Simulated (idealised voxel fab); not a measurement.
The document below concerns the process module designated voxel transistor to metal.
Cross-section cut: width 260 nm, square cells of 5 nm.
Square cells in a grid make up a cross-section in this document, and the grid is given as bands, listed from the top down, each one or more rows of cells.
Each band's line starts with the height of the band's top and of its bottom, in nm. Then come its materials from left to right, each with its width in nm. One material with "all across" fills the band from edge to edge. "blank" is empty space.
A quick word on heights: they are counted from 0, and under that level the wafer as it came to us is one material throughout. The lowest band is different from the rest in having no bottom; it simply continues downward, written as in "0 nm and below".
Quick explanation for "30->40": the width changes in equal steps down the rows of cells, from the first number in the band's top row to the second number in its bottom row.
Given "same as before" for a step, no cell of the cross-section differs between before and after that step.
"Voids, sealed" specifies each empty space that is not open to the top and that occupies no fewer than 8 cells, using the form width x height at distance, the distance measured from the left edge and all three quantities in nm.
after a step's settings: what the simulator itself notes on the step
overlay nm, on a step with a mask: how far to the right of its planned place the mask lay; to the left if negative
Plan
1. RECEIVE, material Si
2. OXIDIZE, depth nm 5
3. CONFORMAL_DEP, material SiN, thk nm 15
4. DIRECTIONAL_DEP, material aC, thk nm 10
5. PATTERN, tone cover, mask id ACTIVE, material resist, width nm 100, pitch nm 125, thk nm 30, overlay nm 0
6. DIRECTIONAL_ETCH, etch materials aC, depth nm 10
7. STRIP, etch materials resist
8. DIRECTIONAL_ETCH, etch materials SiN, depth nm 15
9. DIRECTIONAL_ETCH, etch materials SiO2, depth nm 5
10. DIRECTIONAL_ETCH, etch materials Si, depth nm 25
11. STRIP, etch materials aC
12. OXIDIZE, depth nm 5
13. FILL_DEP, material SiO2, thk nm 5
14. CMP, height nm 15
15. SELECTIVE_ETCH, etch materials SiO2, depth nm 10
16. STRIP, etch materials SiN
17. SELECTIVE_ETCH, etch materials SiO2, depth nm 5
18. OXIDIZE, depth nm 5
19. DIRECTIONAL_DEP, material polySi, thk nm 20
20. DIRECTIONAL_DEP, material SiCN, thk nm 10
21. DIRECTIONAL_DEP, material aC, thk nm 15
22. PATTERN, tone cover, mask id GATE, material resist, width nm 20, pitch nm 125, thk nm 30, overlay nm 0
23. DIRECTIONAL_ETCH, etch materials aC, depth nm 15
24. STRIP, etch materials resist
25. DIRECTIONAL_ETCH, etch materials SiCN, depth nm 20
26. DIRECTIONAL_ETCH, etch materials polySi, depth nm 30
27. STRIP, etch materials aC
28. CONFORMAL_DEP, material SiO2, thk nm 5
29. DIRECTIONAL_ETCH, etch materials SiO2, depth nm 5
30. CONFORMAL_DEP, material SiN, thk nm 5
31. DIRECTIONAL_ETCH, etch materials SiN, depth nm 5
32. DIRECTIONAL_ETCH, etch materials SiO2, depth nm 5
33. DIRECTIONAL_ETCH, etch materials Si, depth nm 15
34. EPI, material nSi, thk nm 20
35. FILL_DEP, material SiO2, thk nm 10
36. CMP, height nm 15
37. DIRECTIONAL_DEP, material SiO2, thk nm 10
38. DIRECTIONAL_DEP, material aC, thk nm 10
39. PATTERN, tone open, mask id CONTACT, material resist, width nm 20, thk nm 30, overlay nm 0
40. DIRECTIONAL_ETCH, etch materials aC, depth nm 10
41. STRIP, etch materials resist
42. DIRECTIONAL_ETCH, etch materials SiO2, depth nm 40
43. STRIP, etch materials aC
44. CONFORMAL_DEP, material TiN, thk nm 5
45. FILL_DEP, material W, thk nm 5
46. CMP, height nm 35
47. DIRECTIONAL_DEP, material TiN, thk nm 5
48. DIRECTIONAL_DEP, material W, thk nm 25
49. MASKED_ETCH, tone cover, mask id METAL_1, width nm 20, etch materials W, depth nm 25, overlay nm 0
50. MASKED_ETCH, tone cover, mask id METAL_1, width nm 20, etch materials TiN, depth nm 5, overlay nm 0
51. FILL_DEP, material SiO2, thk nm 10
52. CMP, height nm 65
53. CONFORMAL_DEP, material SiCN, thk nm 5
The wafers in this document start out alike and differ in the height nm applied at step 36; the plan shows the value used for the first wafer.
Step 1 complete: as-received cross-section of the first of several wafers
  0 nm and below | Si all across
  Voids, sealed: none
Take any row and you have a wafer at the end of the module: how many cells of each material it has gained (+) or lost (-) since it was received, and then its closed voids
height nm 15 | -244 Si | +52 SiCN | +20 SiN | +480 SiO2 | +104 TiN | +156 W | +128 nSi | +32 polySi | Voids, sealed: none
height nm 20 | -244 Si | +60 SiCN | +24 SiN | +504 SiO2 | +112 TiN | +112 W | +128 nSi | +32 polySi | Voids, sealed: none
height nm 25 | -244 Si | +68 SiCN | +28 SiN | +528 SiO2 | +76 TiN | +112 W | +128 nSi | +32 polySi | Voids, sealed: none
height nm 30 | -244 Si | +68 SiCN | +28 SiN | +532 SiO2 | +72 TiN | +112 W | +128 nSi | +32 polySi | Voids, sealed: none
height nm 35 | -244 Si | +68 SiCN | +28 SiN | +536 SiO2 | +68 TiN | +112 W | +128 nSi | +32 polySi | Voids, sealed: none
